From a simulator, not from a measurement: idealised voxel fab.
Proc. module: voxel self aligned vias
The cross-section shown here is cut; it is 230 nm wide and divided into square cells measuring 5 nm on a side.
How to read a cross-section here: the picture is a grid of square cells, written as bands going from the top down, and any band can span one or more rows of cells.
Heights first: top, then bottom, in nm. Then materials, left to right, each with a width in nm. "everywhere" on a single material: fills the band edge to edge. "blank": empty space.
Height 0 is the level under which the wafer as received is all one material. The lowest band goes on downwards, as in "z 0 and below".
It should be noted that a width expressed as "30 to 40" varies in equal increments from row to row of cells within the band, taking the value of the first number at the top row and that of the second number at the bottom row.
"same as before" (step): cross-section cells unchanged, all of them.
The label "Voids, fully enclosed" introduces a list of the empty spaces, 8 cells or larger, that have no open way up to the top; each entry in it reads width x height at distance, where the distance is taken from the left edge and all three are stated in nm.
If you see something after the settings on a step's line, that's the simulator's own remark about that step.
overlay nm: mask offset rightward from planned place, masked step; negative means leftward offset.
Each pair of cross-sections that follows straddles one process step: the one shows the state before the step, the other the state after it, down to the lowest band that changed and no further. The step in question, and its settings, are given under the pair. Note that a pair is not necessarily a continuation of the pair above it, since pairs can come from different runs of this module on the same starting wafer; it is a continuation only where its entry headed "State before step" says so.
## State before step
* z 65 to 60 = TiN=75 | blank=20 | TiN=35 | blank=20 | TiN=80
* z 60 to 45 = SiO2=70 | TiN=5 | blank=20 | TiN=5 | SiO2=25 | TiN=5 | blank=20 | TiN=5 | SiO2=75
* z 45 to 35 = SiO2=70 to 75 | TiN=10 to 5 | blank=10 | TiN=10 to 5 | SiO2=25 to 35 | TiN=10 to 5 | blank=10 | TiN=10 to 5 | SiO2=75 to 80
* z 35 to 30 = SiO2=75 | TiN=20 | SiO2=35 | TiN=20 | SiO2=80
* z 30 to 20 = SiO2=75 | TiN=5 | W=10 | TiN=5 | SiO2=35 | TiN=5 | W=10 | TiN=5 | SiO2=80
* z 20 to 15 = SiO2=75 | TiN=20 | SiO2=35 | TiN=20 | SiO2=80
* z 15 to 10 = SiCN everywhere
* z 10 to 0 = SiO2 everywhere
* z 0 and below = Si everywhere
* Voids, fully enclosed: none
## after
* z 70 to 65 = Ru everywhere
* z 65 to 60 = TiN=75 | Ru=20 | TiN=35 | Ru=20 | TiN=80
* z 60 to 45 = SiO2=70 | TiN=5 | Ru=20 | TiN=5 | SiO2=25 | TiN=5 | Ru=20 | TiN=5 | SiO2=75
* z 45 to 35 = SiO2=70 to 75 | TiN=10 to 5 | Ru=10 | TiN=10 to 5 | SiO2=25 to 35 | TiN=10 to 5 | Ru=10 | TiN=10 to 5 | SiO2=75 to 80
* Unchanged below 35.
* Voids, fully enclosed: none
Name the step between the before and after sections above: FILL_DEP (material Ru; thk nm 5)
State before step: we pick up right where the pair above leaves off, with its after cross-section.
## after
* z 60 to 45 = SiO2=70 | TiN=5 | Ru=20 | TiN=5 | SiO2=25 | TiN=5 | Ru=20 | TiN=5 | SiO2=75
* Unchanged below 45.
* Voids, fully enclosed: none
Name the step between the before and after sections above: CMP (height nm 60)
State before step: we pick up right where the pair above leaves off, with its after cross-section.
## after
* z 65 to 60 = SiCN everywhere
* Unchanged below 60.
* Voids, fully enclosed: none
Name the step between the before and after sections above: CONFORMAL_DEP (material SiCN; thk nm 5)
## State before step
* z 40 to 15 = SiO2 everywhere
* z 15 to 10 = SiCN everywhere
* z 10 to 0 = SiO2 everywhere
* z 0 and below = Si everywhere
* Voids, fully enclosed: none
## after
* z 60 to 40 = resist=65 | blank=20 | resist=35 | blank=20 | resist=90
* Unchanged below 40.
* Voids, fully enclosed: none
Name the step between the before and after sections above: PATTERN (tone open; mask id LINES; material resist; width nm 20; pitch nm 55; thk nm 20; overlay nm -10)
State before step: we pick up right where the pair above leaves off, with its after cross-section.
## after
* z 60 to 40 = resist=65 | blank=20 | resist=35 | blank=20 | resist=90
* z 40 to 15 = SiO2=65 | blank=20 | SiO2=35 | blank=20 | SiO2=90
* Unchanged below 15.
* Voids, fully enclosed: none
Name the step between the before and after sections above: DIRECTIONAL_ETCH (etch materials SiO2; depth nm 25)
State before step: we pick up right where the pair above leaves off, with its after cross-section.
## after
* z 40 to 15 = SiO2=65 | blank=20 | SiO2=35 | blank=20 | SiO2=90
* Unchanged below 15.
* Voids, fully enclosed: none
Name the step between the before and after sections above: STRIP (etch materials resist)
State before step: we pick up right where the pair above leaves off, with its after cross-section.
## after
* z 45 to 40 = TiN=70 | blank=10 | TiN=45 | blank=10 | TiN=95
* z 40 to 20 = SiO2=65 | TiN=5 | blank=10 | TiN=5 | SiO2=35 | TiN=5 | blank=10 | TiN=5 | SiO2=90
* z 20 to 15 = SiO2=65 | TiN=20 | SiO2=35 | TiN=20 | SiO2=90
* Unchanged below 15.
* Voids, fully enclosed: none
Name the step between the before and after sections above: CONFORMAL_DEP (material TiN; thk nm 5)
State before step: we pick up right where the pair above leaves off, with its after cross-section.
## after
* z 50 to 45 = W everywhere
* z 45 to 40 = TiN=70 | W=10 | TiN=45 | W=10 | TiN=95
* z 40 to 20 = SiO2=65 | TiN=5 | W=10 | TiN=5 | SiO2=35 | TiN=5 | W=10 | TiN=5 | SiO2=90
* Unchanged below 20.
* Voids, fully enclosed: none
Name the step between the before and after sections above: FILL_DEP (material W; thk nm 5)
State before step: we pick up right where the pair above leaves off, with its after cross-section.
## after
* z 40 to 20 = SiO2=65 | TiN=5 | W=10 | TiN=5 | SiO2=35 | TiN=5 | W=10 | TiN=5 | SiO2=90
* Unchanged below 20.
* Voids, fully enclosed: none
Name the step between the before and after sections above: CMP (height nm 40)
State before step: we pick up right where the pair above leaves off, with its after cross-section.
## after
* z 40 to 30 = SiO2=65 | blank=20 | SiO2=35 | blank=20 | SiO2=90
* Unchanged below 30.
* Voids, fully enclosed: none
Name the step between the before and after sections above: SELECTIVE_ETCH (etch materials W Ru TiN; depth nm 10)
State before step: we pick up right where the pair above leaves off, with its after cross-section.
## after
* z 50 to 40 = SiN everywhere
* z 40 to 30 = SiO2=65 | SiN=20 | SiO2=35 | SiN=20 | SiO2=90
* Unchanged below 30.
* Voids, fully enclosed: none
Name the step between the before and after sections above: FILL_DEP (material SiN; thk nm 10)
State before step: we pick up right where the pair above leaves off, with its after cross-section.
## after
* z 40 to 30 = SiO2=65 | SiN=20 | SiO2=35 | SiN=20 | SiO2=90
* Unchanged below 30.
* Voids, fully enclosed: none
Name the step between the before and after sections above: CMP (height nm 40)
State before step: we pick up right where the pair above leaves off, with its after cross-section.
## after
* z 60 to 40 = SiO2 everywhere
* Unchanged below 40.
* Voids, fully enclosed: none
Name the step between the before and after sections above: DIRECTIONAL_DEP (material SiO2; thk nm 20)
State before step: we pick up right where the pair above leaves off, with its after cross-section.
## after
* z 75 to 60 = aC everywhere
* Unchanged below 60.
* Voids, fully enclosed: none
Name the step between the before and after sections above: DIRECTIONAL_DEP (material aC; thk nm 15)
State before step: we pick up right where the pair above leaves off, with its after cross-section.
## after
* z 105 to 75 = resist=65 | blank=40 | resist=15 | blank=40 | resist=70
* Unchanged below 75.
* Voids, fully enclosed: none
Name the step between the before and after sections above: PATTERN (tone open; mask id VIAS; material resist; width nm 40; pitch nm 55; thk nm 30; overlay nm 0)
State before step: we pick up right where the pair above leaves off, with its after cross-section.
## after
* z 90 to 75 = resist=65 | blank=40 | resist=15 | blank=40 | resist=70
* z 75 to 60 = aC=65 | blank=40 | aC=15 | blank=40 | aC=70
* Unchanged below 60.
* Voids, fully enclosed: none
Name the step between the before and after sections above: DIRECTIONAL_ETCH (etch materials aC; depth nm 15)
State before step: we pick up right where the pair above leaves off, with its after cross-section.
## after
* z 75 to 60 = aC=65 | blank=40 | aC=15 | blank=40 | aC=70
* Unchanged below 60.
* Voids, fully enclosed: none
Name the step between the before and after sections above: STRIP (etch materials resist)
State before step: we pick up right where the pair above leaves off, with its after cross-section.
## after
* z 75 to 60 = aC=65 | blank=40 | aC=15 | blank=40 | aC=70
* z 60 to 40 = SiO2=65 | blank=40 | SiO2=15 | blank=40 | SiO2=70
* Unchanged below 40.
* Voids, fully enclosed: none
Name the step between the before and after sections above: DIRECTIONAL_ETCH (etch materials SiO2; depth nm 20)
State before step: we pick up right where the pair above leaves off, with its after cross-section.
## after
* z 75 to 60 = aC=65 | blank=40 | aC=15 | blank=40 | aC=70
* z 60 to 40 = SiO2=65 | blank=40 | SiO2=15 | blank=40 | SiO2=70
* z 40 to 30 = SiO2=65 | blank=20 | SiO2=35 | blank=20 | SiO2=90
* Unchanged below 30.
* Voids, fully enclosed: none
Name the step between the before and after sections above: DIRECTIONAL_ETCH (etch materials SiN; depth nm 10)
State before step: we pick up right where the pair above leaves off, with its after cross-section.
## after
* z 60 to 40 = SiO2=65 | blank=40 | SiO2=15 | blank=40 | SiO2=70
* Unchanged below 40.
* Voids, fully enclosed: none
Name the step between the before and after sections above: STRIP (etch materials aC)
State before step: we pick up right where the pair above leaves off, with its after cross-section.
## after
* z 65 to 60 = TiN=70 | blank=30 | TiN=25 | blank=30 | TiN=75
* z 60 to 45 = SiO2=65 | TiN=5 | blank=30 | TiN=5 | SiO2=15 | TiN=5 | blank=30 | TiN=5 | SiO2=70
* z 45 to 35 = SiO2=65 | TiN=5 | blank=10 | TiN=25 to 5 | SiO2=15 to 35 | TiN=5 | blank=10 | TiN=25 to 5 | SiO2=70 to 90
* z 35 to 30 = SiO2=65 | TiN=20 | SiO2=35 | TiN=20 | SiO2=90
* Unchanged below 30.
* Voids, fully enclosed: none
Name the step between the before and after sections above: CONFORMAL_DEP (material TiN; thk nm 5)
State before step: we pick up right where the pair above leaves off, with its after cross-section.
## after
* z 70 to 65 = Ru everywhere
* z 65 to 60 = TiN=70 | Ru=30 | TiN=25 | Ru=30 | TiN=75
* z 60 to 45 = SiO2=65 | TiN=5 | Ru=30 | TiN=5 | SiO2=15 | TiN=5 | Ru=30 | TiN=5 | SiO2=70
* z 45 to 35 = SiO2=65 | TiN=5 | Ru=10 | TiN=25 to 5 | SiO2=15 to 35 | TiN=5 | Ru=10 | TiN=25 to 5 | SiO2=70 to 90
* Unchanged below 35.
* Voids, fully enclosed: none
Name the step between the before and after sections above: FILL_DEP (material Ru; thk nm 5)
State before step: we pick up right where the pair above leaves off, with its after cross-section.
## after
* z 60 to 45 = SiO2=65 | TiN=5 | Ru=30 | TiN=5 | SiO2=15 | TiN=5 | Ru=30 | TiN=5 | SiO2=70
* Unchanged below 45.
* Voids, fully enclosed: none
Name the step between the before and after sections above: CMP (height nm 60)
State before step: we pick up right where the pair above leaves off, with its after cross-section.
## after
* z 65 to 60 = SiCN everywhere
* Unchanged below 60.
* Voids, fully enclosed: none
Name the step between the before and after sections above: CONFORMAL_DEP (material SiCN; thk nm 5)
## State before step
* z 65 to 60 = TiN=70 | blank=30 | TiN=25 | blank=30 | TiN=75
* z 60 to 45 = SiO2=65 | TiN=5 | blank=30 | TiN=5 | SiO2=15 | TiN=5 | blank=30 | TiN=5 | SiO2=70
* z 45 to 35 = SiO2=65 to 75 | TiN=15 to 5 | blank=10 | TiN=15 to 5 | SiO2=15 to 35 | TiN=15 to 5 | blank=10 | TiN=15 to 5 | SiO2=70 to 80
* z 35 to 30 = SiO2=75 | TiN=20 | SiO2=35 | TiN=20 | SiO2=80
* z 30 to 20 = SiO2=75 | TiN=5 | W=10 | TiN=5 | SiO2=35 | TiN=5 | W=10 | TiN=5 | SiO2=80
* z 20 to 15 = SiO2=75 | TiN=20 | SiO2=35 | TiN=20 | SiO2=80
* z 15 to 10 = SiCN everywhere
* z 10 to 0 = SiO2 everywhere
* z 0 and below = Si everywhere
* Voids, fully enclosed: none
## after
* z 70 to 65 = SiN everywhere
* z 65 to 60 = TiN=70 | SiN=30 | TiN=25 | SiN=30 | TiN=75
* z 60 to 45 = SiO2=65 | TiN=5 | SiN=30 | TiN=5 | SiO2=15 | TiN=5 | SiN=30 | TiN=5 | SiO2=70
* z 45 to 35 = SiO2=65 to 75 | TiN=15 to 5 | SiN=10 | TiN=15 to 5 | SiO2=15 to 35 | TiN=15 to 5 | SiN=10 | TiN=15 to 5 | SiO2=70 to 80
* Unchanged below 35.
* Voids, fully enclosed: none
Name the step between the before and after sections above: FILL_DEP (material SiN; thk nm 5)
State before step: we pick up right where the pair above leaves off, with its after cross-section.
## after
* z 60 to 45 = SiO2=65 | TiN=5 | SiN=30 | TiN=5 | SiO2=15 | TiN=5 | SiN=30 | TiN=5 | SiO2=70
* Unchanged below 45.
* Voids, fully enclosed: none
Name the step between the before and after sections above: CMP (height nm 60)
State before step: we pick up right where the pair above leaves off, with its after cross-section.
## after
* z 65 to 60 = SiCN everywhere
* Unchanged below 60.
* Voids, fully enclosed: none
Name the step between the before and after sections above: CONFORMAL_DEP (material SiCN; thk nm 5)
## State before step
* z 40 to 15 = SiO2 everywhere
* z 15 to 10 = SiCN everywhere
* z 10 to 0 = SiO2 everywhere
* z 0 and below = Si everywhere
* Voids, fully enclosed: none
## after
* z 60 to 40 = blank=75 | resist=20 | blank=35 | resist=20 | blank=80
* Unchanged below 40.
* Voids, fully enclosed: none
Name the step between the before and after sections above: PATTERN (tone cover; mask id LINES; material resist; width nm 20; pitch nm 55; thk nm 20; overlay nm 0)
State before step: we pick up right where the pair above leaves off, with its after cross-section.
## after
* z 60 to 40 = blank=75 | resist=20 | blank=35 | resist=20 | blank=80
* z 40 to 15 = blank=75 | SiO2=20 | blank=35 | SiO2=20 | blank=80
* Unchanged below 15.
* Voids, fully enclosed: none
Name the step between the before and after sections above: DIRECTIONAL_ETCH (etch materials SiO2; depth nm 25)
State before step: we pick up right where the pair above leaves off, with its after cross-section.
## after
* z 40 to 15 = blank=75 | SiO2=20 | blank=35 | SiO2=20 | blank=80
* Unchanged below 15.
* Voids, fully enclosed: none
Name the step between the before and after sections above: STRIP (etch materials resist)
State before step: we pick up right where the pair above leaves off, with its after cross-section.
## after
* z 45 to 40 = blank=70 | TiN=30 | blank=25 | TiN=30 | blank=75
* z 40 to 20 = blank=70 | TiN=5 | SiO2=20 | TiN=5 | blank=25 | TiN=5 | SiO2=20 | TiN=5 | blank=75
* z 20 to 15 = TiN=75 | SiO2=20 | TiN=35 | SiO2=20 | TiN=80
* Unchanged below 15.
* Voids, fully enclosed: none
Name the step between the before and after sections above: CONFORMAL_DEP (material TiN; thk nm 5)
State before step: we pick up right where the pair above leaves off, with its after cross-section.
## after
* z 50 to 45 = W everywhere
* z 45 to 40 = W=70 | TiN=30 | W=25 | TiN=30 | W=75
* z 40 to 20 = W=70 | TiN=5 | SiO2=20 | TiN=5 | W=25 | TiN=5 | SiO2=20 | TiN=5 | W=75
* Unchanged below 20.
* Voids, fully enclosed: none
Name the step between the before and after sections above: FILL_DEP (material W; thk nm 5)
State before step: we pick up right where the pair above leaves off, with its after cross-section.
## after
* z 40 to 20 = W=70 | TiN=5 | SiO2=20 | TiN=5 | W=25 | TiN=5 | SiO2=20 | TiN=5 | W=75
* Unchanged below 20.
* Voids, fully enclosed: none
Name the step between the before and after sections above: CMP (height nm 40)
State before step: we pick up right where the pair above leaves off, with its after cross-section.
## after
* z 40 to 30 = blank=75 | SiO2=20 | blank=35 | SiO2=20 | blank=80
* Unchanged below 30.
* Voids, fully enclosed: none
Name the step between the before and after sections above: SELECTIVE_ETCH (etch materials W Ru TiN; depth nm 10)
State before step: we pick up right where the pair above leaves off, with its after cross-section.
## after
* z 50 to 40 = SiN everywhere
* z 40 to 30 = SiN=75 | SiO2=20 | SiN=35 | SiO2=20 | SiN=80
* Unchanged below 30.
* Voids, fully enclosed: none
Name the step between the before and after sections above: FILL_DEP (material SiN; thk nm 10)
State before step: we pick up right where the pair above leaves off, with its after cross-section.
## after
* z 40 to 30 = SiN=75 | SiO2=20 | SiN=35 | SiO2=20 | SiN=80
* Unchanged below 30.
* Voids, fully enclosed: none
Name the step between the before and after sections above: CMP (height nm 40)
State before step: we pick up right where the pair above leaves off, with its after cross-section.
## after
* z 60 to 40 = SiO2 everywhere
* Unchanged below 40.
* Voids, fully enclosed: none
Name the step between the before and after sections above: DIRECTIONAL_DEP (material SiO2; thk nm 20)
State before step: we pick up right where the pair above leaves off, with its after cross-section.
## after
* z 75 to 60 = aC everywhere
* Unchanged below 60.
* Voids, fully enclosed: none
Name the step between the before and after sections above: DIRECTIONAL_DEP (material aC; thk nm 15)
State before step: we pick up right where the pair above leaves off, with its after cross-section.
## after
* z 105 to 75 = resist=65 | blank=40 | resist=15 | blank=40 | resist=70
* Unchanged below 75.
* Voids, fully enclosed: none
Name the step between the before and after sections above: PATTERN (tone open; mask id VIAS; material resist; width nm 40; pitch nm 55; thk nm 30; overlay nm 0)
State before step: we pick up right where the pair above leaves off, with its after cross-section.
## after
* z 90 to 75 = resist=65 | blank=40 | resist=15 | blank=40 | resist=70
* z 75 to 60 = aC=65 | blank=40 | aC=15 | blank=40 | aC=70
* Unchanged below 60.
* Voids, fully enclosed: none
Name the step between the before and after sections above: DIRECTIONAL_ETCH (etch materials aC; depth nm 15)
State before step: we pick up right where the pair above leaves off, with its after cross-section.
## after
* z 75 to 60 = aC=65 | blank=40 | aC=15 | blank=40 | aC=70
* Unchanged below 60.
* Voids, fully enclosed: none
Name the step between the before and after sections above: STRIP (etch materials resist)
State before step: we pick up right where the pair above leaves off, with its after cross-section.
## after
* z 75 to 60 = aC=65 | blank=40 | aC=15 | blank=40 | aC=70
* z 60 to 40 = SiO2=65 | blank=40 | SiO2=15 | blank=40 | SiO2=70
* Unchanged below 40.
* Voids, fully enclosed: none
Name the step between the before and after sections above: DIRECTIONAL_ETCH (etch materials SiO2; depth nm 20)
State before step: we pick up right where the pair above leaves off, with its after cross-section.
## after
* z 75 to 60 = aC=65 | blank=40 | aC=15 | blank=40 | aC=70
* z 60 to 40 = SiO2=65 | blank=40 | SiO2=15 | blank=40 | SiO2=70
* z 40 to 30 = SiN=65 | blank=10 | SiO2=20 | blank=10 | SiN=15 | blank=10 | SiO2=20 | blank=10 | SiN=70
* Unchanged below 30.
* Voids, fully enclosed: none
Name the step between the before and after sections above: DIRECTIONAL_ETCH (etch materials SiN; depth nm 10)
State before step: we pick up right where the pair above leaves off, with its after cross-section.
## after
* z 60 to 40 = SiO2=65 | blank=40 | SiO2=15 | blank=40 | SiO2=70
* Unchanged below 40.
* Voids, fully enclosed: none
Name the step between the before and after sections above: STRIP (etch materials aC)
State before step: we pick up right where the pair above leaves off, with its after cross-section.
## after
* z 65 to 60 = TiN=70 | blank=30 | TiN=25 | blank=30 | TiN=75
* z 60 to 45 = SiO2=65 | TiN=5 | blank=30 | TiN=5 | SiO2=15 | TiN=5 | blank=30 | TiN=5 | SiO2=70
* z 45 to 40 = SiO2=65 | TiN=40 | SiO2=15 | TiN=40 | SiO2=70
* z 40 to 30 = SiN=65 | TiN=10 | SiO2=20 | TiN=10 | SiN=15 | TiN=10 | SiO2=20 | TiN=10 | SiN=70
* Unchanged below 30.
* Voids, fully enclosed: none
Name the step between the before and after sections above: CONFORMAL_DEP (material TiN; thk nm 5)
State before step: we pick up right where the pair above leaves off, with its after cross-section.
## after
* z 70 to 65 = Ru everywhere
* z 65 to 60 = TiN=70 | Ru=30 | TiN=25 | Ru=30 | TiN=75
* z 60 to 45 = SiO2=65 | TiN=5 | Ru=30 | TiN=5 | SiO2=15 | TiN=5 | Ru=30 | TiN=5 | SiO2=70
* Unchanged below 45.
* Voids, fully enclosed: none
Name the step between the before and after sections above: FILL_DEP (material Ru; thk nm 5)
State before step: we pick up right where the pair above leaves off, with its after cross-section.
## after
* z 60 to 45 = SiO2=65 | TiN=5 | Ru=30 | TiN=5 | SiO2=15 | TiN=5 | Ru=30 | TiN=5 | SiO2=70
* Unchanged below 45.
* Voids, fully enclosed: none
Name the step between the before and after sections above: CMP (height nm 60)
State before step: we pick up right where the pair above leaves off, with its after cross-section.
## after
* z 65 to 60 = SiCN everywhere
* Unchanged below 60.
* Voids, fully enclosed: none
Name the step between the before and after sections above: CONFORMAL_DEP (material SiCN; thk nm 5)
